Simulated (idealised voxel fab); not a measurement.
process module | voxel transistor to metal
cross-section cut | 180 nm wide | cells 5 nm
A cross-section is a grid of square cells, given in bands from the top down. A band is one or more rows of cells.
Each band's line starts with the height of the band's top and of its bottom, in nm. Then come its materials from left to right, each with its width in nm. One material with "throughout" fills the band from edge to edge. "air" is empty space.
Height 0 is the level under which the wafer as received is all one material. The lowest band goes on downwards, as in "0 down".
A width such as "30 to 40" changes by the same amount from each row of cells to the next, from the band's top row to its bottom row.
"no change" after a step means that no cell of the cross-section changed.
closed voids: empty space of 8 cells or more with no open way to the top, each as width x height at its distance from the left edge, in nm
after a step's settings: what the simulator itself notes on the step
overlay nm, on a step with a mask: how far to the right of its planned place the mask lay; to the left if negative
plan
1 op RECEIVE | material Si
2 op CONFORMAL_DEP | material SiO2 | thk nm 5
3 op CONFORMAL_DEP | material SiN | thk nm 15
4 op MASKED_ETCH | tone cover | mask id ACTIVE | width nm 115 | etch materials SiN | depth nm 15 | overlay nm 0
5 op MASKED_ETCH | tone cover | mask id ACTIVE | width nm 115 | etch materials SiO2 | depth nm 5 | overlay nm 0
6 op MASKED_ETCH | tone cover | mask id ACTIVE | width nm 115 | etch materials Si | depth nm 25 | overlay nm 0
7 op OXIDIZE | depth nm 5
8 op FILL_DEP | material SiO2 | thk nm 10
9 op CMP | height nm 20
10 op SELECTIVE_ETCH | etch materials SiO2 | depth nm 15
11 op STRIP | etch materials SiN
12 op SELECTIVE_ETCH | etch materials SiO2 | depth nm 5
13 op OXIDIZE | depth nm 5
14 op DIRECTIONAL_DEP | material polySi | thk nm 30
15 op DIRECTIONAL_DEP | material SiCN | thk nm 15
16 op PATTERN | tone cover | mask id GATE | material resist | width nm 25 | thk nm 15 | overlay nm 0
17 op DIRECTIONAL_ETCH | etch materials SiCN | depth nm 25
18 op DIRECTIONAL_ETCH | etch materials polySi | depth nm 40
19 op STRIP | etch materials resist
20 op CONFORMAL_DEP | material SiN | thk nm 10
21 op DIRECTIONAL_ETCH | etch materials SiN | depth nm 10
22 op DIRECTIONAL_ETCH | etch materials SiO2 | depth nm 5
23 op DIRECTIONAL_ETCH | etch materials Si | depth nm 10
24 op EPI | material pSi | thk nm 15
25 op FILL_DEP | material SiO2 | thk nm 10
26 op CMP | height nm 45
27 op DIRECTIONAL_DEP | material SiO2 | thk nm 15
28 op DIRECTIONAL_DEP | material aC | thk nm 15
29 op PATTERN | tone open | mask id CONTACT | material resist | width nm 15 | pitch nm 80 | thk nm 30 | overlay nm 0
30 op DIRECTIONAL_ETCH | etch materials aC | depth nm 15
31 op STRIP | etch materials resist
32 op DIRECTIONAL_ETCH | etch materials SiO2 | depth nm 60
33 op STRIP | etch materials aC
34 op CONFORMAL_DEP | material TiN | thk nm 5
35 op FILL_DEP | material Ru | thk nm 5
36 op CMP | height nm 60
37 op CONFORMAL_DEP | material SiN | thk nm 5
38 op DIRECTIONAL_DEP | material SiO2 | thk nm 15
39 op DIRECTIONAL_DEP | material aC | thk nm 10
40 op PATTERN | tone open | mask id METAL_1 | material resist | width nm 15 | pitch nm 80 | thk nm 30 | overlay nm 0
41 op DIRECTIONAL_ETCH | etch materials aC | depth nm 10
42 op STRIP | etch materials resist
43 op DIRECTIONAL_ETCH | etch materials SiO2 | depth nm 15
44 op DIRECTIONAL_ETCH | etch materials SiN | depth nm 5
45 op STRIP | etch materials aC
46 op CONFORMAL_DEP | material TiN | thk nm 5
47 op FILL_DEP | material Ru | thk nm 5
48 op CMP | height nm 80
49 op CONFORMAL_DEP | material SiCN | thk nm 5
50 op DIRECTIONAL_DEP | material SiO2 | thk nm 30
51 op DIRECTIONAL_DEP | material aC | thk nm 10
52 op PATTERN | tone open | mask id METAL_2 | material resist | width nm 15 | pitch nm 80 | thk nm 25 | overlay nm 0
53 op DIRECTIONAL_ETCH | etch materials aC | depth nm 10
54 op STRIP | etch materials resist
55 op DIRECTIONAL_ETCH | etch materials SiO2 | depth nm 20
56 op STRIP | etch materials aC
57 op MASKED_ETCH | tone open | mask id METAL_2_HOLES | width nm 15 | pitch nm 80 | etch materials SiO2 | depth nm 10 | overlay nm 0
58 op MASKED_ETCH | tone open | mask id METAL_2_HOLES | width nm 15 | pitch nm 80 | etch materials SiCN | depth nm 5 | overlay nm 0
59 op CONFORMAL_DEP | material TiN | thk nm 5
60 op FILL_DEP | material Cu | thk nm 10
61 op CMP | height nm 115
62 op CONFORMAL_DEP | material SiN | thk nm 5
first wafer, as planned
as received, after step 1
  0 down: Si throughout
  closed voids: none
after step 2
  5 to 0: SiO2 throughout
  below 0: unchanged
after step 3
  20 to 5: SiN throughout
  below 5: unchanged
after step 4
  20 to 5: air 30 | SiN 115 | air 35
  below 5: unchanged
after step 5
  20 to 5: air 30 | SiN 115 | air 35
  5 to 0: air 30 | SiO2 115 | air 35
  below 0: unchanged
after step 6
  20 to 5: air 30 | SiN 115 | air 35
  5 to 0: air 30 | SiO2 115 | air 35
  0 to -25: air 30 | Si 115 | air 35
  below -25: unchanged
after step 7
  20 to 5: air 30 | SiN 115 | air 35
  5 to 0: air 30 | SiO2 115 | air 35
  0 to -25: air 30 | SiO2 5 | Si 105 | SiO2 5 | air 35
  -25 to -30: SiO2 35 | Si 105 | SiO2 40
  below -30: unchanged
after step 8
  30 to 20: SiO2 throughout
  20 to 5: SiO2 30 | SiN 115 | SiO2 35
  5 to 0: SiO2 throughout
  0 to -30: SiO2 35 | Si 105 | SiO2 40
  below -30: unchanged
after step 9
  20 to 5: SiO2 30 | SiN 115 | SiO2 35
  below 5: unchanged
after step 10
  20 to 5: air 30 | SiN 115 | air 35
  below 5: unchanged
after step 11
  5 to 0: SiO2 throughout
  below 0: unchanged
after step 12
  0 to -30: SiO2 35 | Si 105 | SiO2 40
  below -30: unchanged
after step 13
  0 to -5: SiO2 throughout
  below -5: unchanged
after step 14
  30 to 0: polySi throughout
  below 0: unchanged
after step 15
  45 to 30: SiCN throughout
  below 30: unchanged
after step 16
  60 to 45: air 75 | resist 25 | air 80
  below 45: unchanged
after step 17
  60 to 45: air 75 | resist 25 | air 80
  45 to 30: air 75 | SiCN 25 | air 80
  below 30: unchanged
after step 18
  60 to 45: air 75 | resist 25 | air 80
  45 to 30: air 75 | SiCN 25 | air 80
  30 to 0: air 75 | polySi 25 | air 80
  below 0: unchanged
after step 19
  45 to 30: air 75 | SiCN 25 | air 80
  below 30: unchanged
after step 20
  55 to 45: air 65 | SiN 45 | air 70
  45 to 30: air 65 | SiN 10 | SiCN 25 | SiN 10 | air 70
  30 to 10: air 65 | SiN 10 | polySi 25 | SiN 10 | air 70
  10 to 0: SiN 75 | polySi 25 | SiN 80
  below 0: unchanged
after step 21
  45 to 30: air 65 | SiN 10 | SiCN 25 | SiN 10 | air 70
  30 to 0: air 65 | SiN 10 | polySi 25 | SiN 10 | air 70
  below 0: unchanged
after step 22
  45 to 30: air 65 | SiN 10 | SiCN 25 | SiN 10 | air 70
  30 to 0: air 65 | SiN 10 | polySi 25 | SiN 10 | air 70
  0 to -5: air 65 | SiO2 45 | air 70
  below -5: unchanged
after step 23
  45 to 30: air 65 | SiN 10 | SiCN 25 | SiN 10 | air 70
  30 to 0: air 65 | SiN 10 | polySi 25 | SiN 10 | air 70
  0 to -5: air 65 | SiO2 45 | air 70
  -5 to -15: SiO2 35 | air 30 | Si 45 | air 30 | SiO2 40
  below -15: unchanged
after step 24
  45 to 30: air 65 | SiN 10 | SiCN 25 | SiN 10 | air 70
  30 to 10: air 65 | SiN 10 | polySi 25 | SiN 10 | air 70
  10 to 0: air 50 | pSi 15 | SiN 10 | polySi 25 | SiN 10 | pSi 15 | air 55
  0 to -5: air 30 | pSi 35 | SiO2 45 | pSi 35 | air 35
  -5 to -15: SiO2 35 | pSi 30 | Si 45 | pSi 30 | SiO2 40
  below -15: unchanged
after step 25
  55 to 45: SiO2 throughout
  45 to 30: SiO2 65 | SiN 10 | SiCN 25 | SiN 10 | SiO2 70
  30 to 10: SiO2 65 | SiN 10 | polySi 25 | SiN 10 | SiO2 70
  10 to 0: SiO2 50 | pSi 15 | SiN 10 | polySi 25 | SiN 10 | pSi 15 | SiO2 55
  0 to -5: SiO2 30 | pSi 35 | SiO2 45 | pSi 35 | SiO2 35
  below -5: unchanged
after step 26
  45 to 30: SiO2 65 | SiN 10 | SiCN 25 | SiN 10 | SiO2 70
  below 30: unchanged
after step 27
  60 to 45: SiO2 throughout
  below 45: unchanged
after step 28
  75 to 60: aC throughout
  below 60: unchanged
after step 29
  105 to 75: resist 40 | air 15 | resist 65 | air 15 | resist 45
  below 75: unchanged
after step 30
  90 to 75: resist 40 | air 15 | resist 65 | air 15 | resist 45
  75 to 60: aC 40 | air 15 | aC 65 | air 15 | aC 45
  below 60: unchanged
after step 31
  75 to 60: aC 40 | air 15 | aC 65 | air 15 | aC 45
  below 60: unchanged
after step 32
  75 to 60: aC 40 | air 15 | aC 65 | air 15 | aC 45
  60 to 45: SiO2 40 | air 15 | SiO2 65 | air 15 | SiO2 45
  45 to 30: SiO2 40 | air 15 | SiO2 10 | SiN 10 | SiCN 25 | SiN 10 | SiO2 10 | air 15 | SiO2 45
  30 to 10: SiO2 40 | air 15 | SiO2 10 | SiN 10 | polySi 25 | SiN 10 | SiO2 10 | air 15 | SiO2 45
  10 to 0: SiO2 40 | air 10 | pSi 15 | SiN 10 | polySi 25 | SiN 10 | pSi 15 | air 10 | SiO2 45
  below 0: unchanged
after step 33
  60 to 45: SiO2 40 | air 15 | SiO2 65 | air 15 | SiO2 45
  below 45: unchanged
after step 34
  65 to 60: TiN 45 | air 5 | TiN 75 | air 5 | TiN 50
  60 to 45: SiO2 40 | TiN 5 | air 5 | TiN 5 | SiO2 65 | TiN 5 | air 5 | TiN 5 | SiO2 45
  45 to 30: SiO2 40 | TiN 5 | air 5 | TiN 5 | SiO2 10 | SiN 10 | SiCN 25 | SiN 10 | SiO2 10 | TiN 5 | air 5 | TiN 5 | SiO2 45
  30 to 15: SiO2 40 | TiN 5 | air 5 | TiN 5 | SiO2 10 | SiN 10 | polySi 25 | SiN 10 | SiO2 10 | TiN 5 | air 5 | TiN 5 | SiO2 45
  15 to 10: SiO2 40 | TiN 15 | SiO2 10 | SiN 10 | polySi 25 | SiN 10 | SiO2 10 | TiN 15 | SiO2 45
  10 to 0: SiO2 40 | TiN 10 | pSi 15 | SiN 10 | polySi 25 | SiN 10 | pSi 15 | TiN 10 | SiO2 45
  below 0: unchanged
after step 35
  70 to 65: Ru throughout
  65 to 60: TiN 45 | Ru 5 | TiN 75 | Ru 5 | TiN 50
  60 to 45: SiO2 40 | TiN 5 | Ru 5 | TiN 5 | SiO2 65 | TiN 5 | Ru 5 | TiN 5 | SiO2 45
  45 to 30: SiO2 40 | TiN 5 | Ru 5 | TiN 5 | SiO2 10 | SiN 10 | SiCN 25 | SiN 10 | SiO2 10 | TiN 5 | Ru 5 | TiN 5 | SiO2 45
  30 to 15: SiO2 40 | TiN 5 | Ru 5 | TiN 5 | SiO2 10 | SiN 10 | polySi 25 | SiN 10 | SiO2 10 | TiN 5 | Ru 5 | TiN 5 | SiO2 45
  below 15: unchanged
after step 36
  60 to 45: SiO2 40 | TiN 5 | Ru 5 | TiN 5 | SiO2 65 | TiN 5 | Ru 5 | TiN 5 | SiO2 45
  below 45: unchanged
after step 37
  65 to 60: SiN throughout
  below 60: unchanged
after step 38
  80 to 65: SiO2 throughout
  below 65: unchanged
after step 39
  90 to 80: aC throughout
  below 80: unchanged
after step 40
  120 to 90: resist 40 | air 15 | resist 65 | air 15 | resist 45
  below 90: unchanged
after step 41
  110 to 90: resist 40 | air 15 | resist 65 | air 15 | resist 45
  90 to 80: aC 40 | air 15 | aC 65 | air 15 | aC 45
  below 80: unchanged
after step 42
  90 to 80: aC 40 | air 15 | aC 65 | air 15 | aC 45
  below 80: unchanged
after step 43
  90 to 80: aC 40 | air 15 | aC 65 | air 15 | aC 45
  80 to 65: SiO2 40 | air 15 | SiO2 65 | air 15 | SiO2 45
  below 65: unchanged
after step 44
  90 to 80: aC 40 | air 15 | aC 65 | air 15 | aC 45
  80 to 65: SiO2 40 | air 15 | SiO2 65 | air 15 | SiO2 45
  65 to 60: SiN 40 | air 15 | SiN 65 | air 15 | SiN 45
  below 60: unchanged
after step 45
  80 to 65: SiO2 40 | air 15 | SiO2 65 | air 15 | SiO2 45
  below 65: unchanged
after step 46
  85 to 80: TiN 45 | air 5 | TiN 75 | air 5 | TiN 50
  80 to 65: SiO2 40 | TiN 5 | air 5 | TiN 5 | SiO2 65 | TiN 5 | air 5 | TiN 5 | SiO2 45
  65 to 60: SiN 40 | TiN 15 | SiN 65 | TiN 15 | SiN 45
  below 60: unchanged
after step 47
  90 to 85: Ru throughout
  85 to 80: TiN 45 | Ru 5 | TiN 75 | Ru 5 | TiN 50
  80 to 65: SiO2 40 | TiN 5 | Ru 5 | TiN 5 | SiO2 65 | TiN 5 | Ru 5 | TiN 5 | SiO2 45
  below 65: unchanged
after step 48
  80 to 65: SiO2 40 | TiN 5 | Ru 5 | TiN 5 | SiO2 65 | TiN 5 | Ru 5 | TiN 5 | SiO2 45
  below 65: unchanged
after step 49
  85 to 80: SiCN throughout
  below 80: unchanged
after step 50
  115 to 85: SiO2 throughout
  below 85: unchanged
after step 51
  125 to 115: aC throughout
  below 115: unchanged
after step 52
  150 to 125: resist 40 | air 15 | resist 65 | air 15 | resist 45
  below 125: unchanged
after step 53
  140 to 125: resist 40 | air 15 | resist 65 | air 15 | resist 45
  125 to 115: aC 40 | air 15 | aC 65 | air 15 | aC 45
  below 115: unchanged
after step 54
  125 to 115: aC 40 | air 15 | aC 65 | air 15 | aC 45
  below 115: unchanged
after step 55
  125 to 115: aC 40 | air 15 | aC 65 | air 15 | aC 45
  115 to 95: SiO2 40 | air 15 | SiO2 65 | air 15 | SiO2 45
  below 95: unchanged
after step 56
  115 to 95: SiO2 40 | air 15 | SiO2 65 | air 15 | SiO2 45
  below 95: unchanged
after step 57
  115 to 85: SiO2 40 | air 15 | SiO2 65 | air 15 | SiO2 45
  below 85: unchanged
after step 58
  115 to 85: SiO2 40 | air 15 | SiO2 65 | air 15 | SiO2 45
  85 to 80: SiCN 40 | air 15 | SiCN 65 | air 15 | SiCN 45
  below 80: unchanged
after step 59
  120 to 115: TiN 45 | air 5 | TiN 75 | air 5 | TiN 50
  115 to 85: SiO2 40 | TiN 5 | air 5 | TiN 5 | SiO2 65 | TiN 5 | air 5 | TiN 5 | SiO2 45
  85 to 80: SiCN 40 | TiN 15 | SiCN 65 | TiN 15 | SiCN 45
  below 80: unchanged
after step 60
  130 to 120: Cu throughout
  120 to 115: TiN 45 | Cu 5 | TiN 75 | Cu 5 | TiN 50
  115 to 85: SiO2 40 | TiN 5 | Cu 5 | TiN 5 | SiO2 65 | TiN 5 | Cu 5 | TiN 5 | SiO2 45
  below 85: unchanged
after step 61
  115 to 85: SiO2 40 | TiN 5 | Cu 5 | TiN 5 | SiO2 65 | TiN 5 | Cu 5 | TiN 5 | SiO2 45
  below 85: unchanged
after step 62
  120 to 115: SiN throughout
  below 115: unchanged
second wafer: like start, like plan, one mistake. Through step 36 it matches the first wafer
when step 37 should have ended
  65 to 60: Ru throughout
  below 60: unchanged
when step 38 should have ended
  80 to 65: SiO2 throughout
  below 65: unchanged
when step 39 should have ended
  90 to 80: aC throughout
  below 80: unchanged
when step 40 should have ended
  120 to 90: resist 40 | air 15 | resist 65 | air 15 | resist 45
  below 90: unchanged
when step 41 should have ended
  110 to 90: resist 40 | air 15 | resist 65 | air 15 | resist 45
  90 to 80: aC 40 | air 15 | aC 65 | air 15 | aC 45
  below 80: unchanged
when step 42 should have ended
  90 to 80: aC 40 | air 15 | aC 65 | air 15 | aC 45
  below 80: unchanged
when step 43 should have ended
  90 to 80: aC 40 | air 15 | aC 65 | air 15 | aC 45
  80 to 65: SiO2 40 | air 15 | SiO2 65 | air 15 | SiO2 45
  below 65: unchanged
when step 44 should have ended: no change
when step 45 should have ended
  80 to 65: SiO2 40 | air 15 | SiO2 65 | air 15 | SiO2 45
  below 65: unchanged
when step 46 should have ended
  85 to 80: TiN 45 | air 5 | TiN 75 | air 5 | TiN 50
  80 to 70: SiO2 40 | TiN 5 | air 5 | TiN 5 | SiO2 65 | TiN 5 | air 5 | TiN 5 | SiO2 45
  70 to 65: SiO2 40 | TiN 15 | SiO2 65 | TiN 15 | SiO2 45
  below 65: unchanged
when step 47 should have ended
  90 to 85: Ru throughout
  85 to 80: TiN 45 | Ru 5 | TiN 75 | Ru 5 | TiN 50
  80 to 70: SiO2 40 | TiN 5 | Ru 5 | TiN 5 | SiO2 65 | TiN 5 | Ru 5 | TiN 5 | SiO2 45
  below 70: unchanged
when step 48 should have ended
  80 to 70: SiO2 40 | TiN 5 | Ru 5 | TiN 5 | SiO2 65 | TiN 5 | Ru 5 | TiN 5 | SiO2 45
  below 70: unchanged
when step 49 should have ended
  85 to 80: SiCN throughout
  below 80: unchanged
when step 50 should have ended
  115 to 85: SiO2 throughout
  below 85: unchanged
when step 51 should have ended
  125 to 115: aC throughout
  below 115: unchanged
when step 52 should have ended
  150 to 125: resist 40 | air 15 | resist 65 | air 15 | resist 45
  below 125: unchanged
when step 53 should have ended
  140 to 125: resist 40 | air 15 | resist 65 | air 15 | resist 45
  125 to 115: aC 40 | air 15 | aC 65 | air 15 | aC 45
  below 115: unchanged
when step 54 should have ended
  125 to 115: aC 40 | air 15 | aC 65 | air 15 | aC 45
  below 115: unchanged
when step 55 should have ended
  125 to 115: aC 40 | air 15 | aC 65 | air 15 | aC 45
  115 to 95: SiO2 40 | air 15 | SiO2 65 | air 15 | SiO2 45
  below 95: unchanged
when step 56 should have ended
  115 to 95: SiO2 40 | air 15 | SiO2 65 | air 15 | SiO2 45
  below 95: unchanged
when step 57 should have ended
  115 to 85: SiO2 40 | air 15 | SiO2 65 | air 15 | SiO2 45
  below 85: unchanged
when step 58 should have ended
  115 to 85: SiO2 40 | air 15 | SiO2 65 | air 15 | SiO2 45
  85 to 80: SiCN 40 | air 15 | SiCN 65 | air 15 | SiCN 45
  below 80: unchanged
when step 59 should have ended
  120 to 115: TiN 45 | air 5 | TiN 75 | air 5 | TiN 50
  115 to 85: SiO2 40 | TiN 5 | air 5 | TiN 5 | SiO2 65 | TiN 5 | air 5 | TiN 5 | SiO2 45
  85 to 80: SiCN 40 | TiN 15 | SiCN 65 | TiN 15 | SiCN 45
  below 80: unchanged
when step 60 should have ended
  130 to 120: Cu throughout
  120 to 115: TiN 45 | Cu 5 | TiN 75 | Cu 5 | TiN 50
  115 to 85: SiO2 40 | TiN 5 | Cu 5 | TiN 5 | SiO2 65 | TiN 5 | Cu 5 | TiN 5 | SiO2 45
  below 85: unchanged
when step 61 should have ended
  115 to 85: SiO2 40 | TiN 5 | Cu 5 | TiN 5 | SiO2 65 | TiN 5 | Cu 5 | TiN 5 | SiO2 45
  below 85: unchanged
when step 62 should have ended
  120 to 115: SiN throughout
  below 115: unchanged
what went wrong: step 37 ran as: op CONFORMAL_DEP | material Ru | thk nm 5
at the end the second wafer has, in cells: 34 more of Ru | 30 fewer of SiN | 4 fewer of TiN
